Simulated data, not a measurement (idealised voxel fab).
process module | voxel gate over fins
cross-section cut | 230 nm wide | cells 5 nm
A cross-section is a grid of square cells, given in bands from the top down. A band is one or more rows of cells.
Each band's line starts with the height of the band's top and of its bottom, in nm. Then come its materials from left to right, each with its width in nm. One material with "throughout" fills the band from edge to edge. "air" is empty space.
Height 0 is the level under which the wafer as received is all one material. The lowest band goes on downwards, as in "0 down".
A width such as "30 to 40" changes by the same amount from each row of cells to the next, from the band's top row to its bottom row.
"no change" after a step means that no cell of the cross-section changed.
closed voids: empty space of 8 cells or more with no open way to the top, each as width x height at its distance from the left edge, in nm
after a step's settings: what the simulator itself notes on the step
overlay nm, on a step with a mask: how far to the right of its planned place the mask lay; to the left if negative
plan
1 op RECEIVE | material Si
2 op CONFORMAL_DEP | material SiN | thk nm 5
3 op PATTERN | tone cover | mask id FINS | material resist | width nm 15 | pitch nm 50 | thk nm 20 | overlay nm 0
4 op DIRECTIONAL_ETCH | etch materials SiN | depth nm 5
5 op DIRECTIONAL_ETCH | etch materials Si | depth nm 40
6 op STRIP | etch materials resist
7 op FILL_DEP | material SiO2 | thk nm 15
8 op CMP | height nm 5
9 op PATTERN | tone open | mask id RAIL | material resist | width nm 15 | thk nm 20 | overlay nm 0
10 op DIRECTIONAL_ETCH | etch materials SiO2 | depth nm 40
11 op STRIP | etch materials resist
12 op CONFORMAL_DEP | material TiN | thk nm 5
13 op FILL_DEP | material Ru | thk nm 5
14 op CMP | height nm 5
15 op SELECTIVE_ETCH | etch materials W Ru TiN | depth nm 25
16 op FILL_DEP | material SiO2 | thk nm 5
17 op CMP | height nm 5
18 op SELECTIVE_ETCH | etch materials SiO2 | depth nm 15
19 op STRIP | etch materials SiN
20 op CONFORMAL_DEP | material HfO2 | thk nm 5
21 op CONFORMAL_DEP | material TiN | thk nm 5
22 op FILL_DEP | material W | thk nm 10
23 op CMP | height nm 15
24 op CONFORMAL_DEP | material SiCN | thk nm 10
as received, after step 1
  0 down: Si throughout
  closed voids: none
a wafer at the end: this start, this plan, one mistake
  25 to 15: SiCN throughout
  15 to 10: W throughout
  10 to 5: W 45 | HfO2 35 | W 15 | HfO2 35 | W 15 | HfO2 35 | W 50
  5 to 0: W 45 | HfO2 5 | TiN 25 | HfO2 5 | W 15 | HfO2 5 | TiN 25 | HfO2 5 | W 15 | HfO2 5 | TiN 25 | HfO2 5 | W 50
  0 to -5: HfO2 50 | TiN 5 | Si 15 | TiN 5 | HfO2 25 | TiN 5 | Si 15 | TiN 5 | HfO2 25 | TiN 5 | Si 15 | TiN 5 | HfO2 55
  -5 to -10: TiN 55 | Si 15 | TiN 35 | Si 15 | TiN 35 | Si 15 | TiN 60
  -10 to -20: SiO2 55 | Si 15 | SiO2 35 | Si 15 | SiO2 35 | Si 15 | SiO2 60
  -20 to -30: SiO2 55 | Si 15 | SiO2 10 | TiN 5 | Ru 5 | TiN 5 | SiO2 10 | Si 15 | SiO2 35 | Si 15 | SiO2 60
  -30 to -35: SiO2 55 | Si 15 | SiO2 10 | TiN 15 | SiO2 10 | Si 15 | SiO2 35 | Si 15 | SiO2 60
  -35 to -40: SiO2 55 | Si 15 | SiO2 35 | Si 15 | SiO2 35 | Si 15 | SiO2 60
  -40 down: Si throughout
  closed voids: none
what went wrong: steps 20 and 21 were swapped
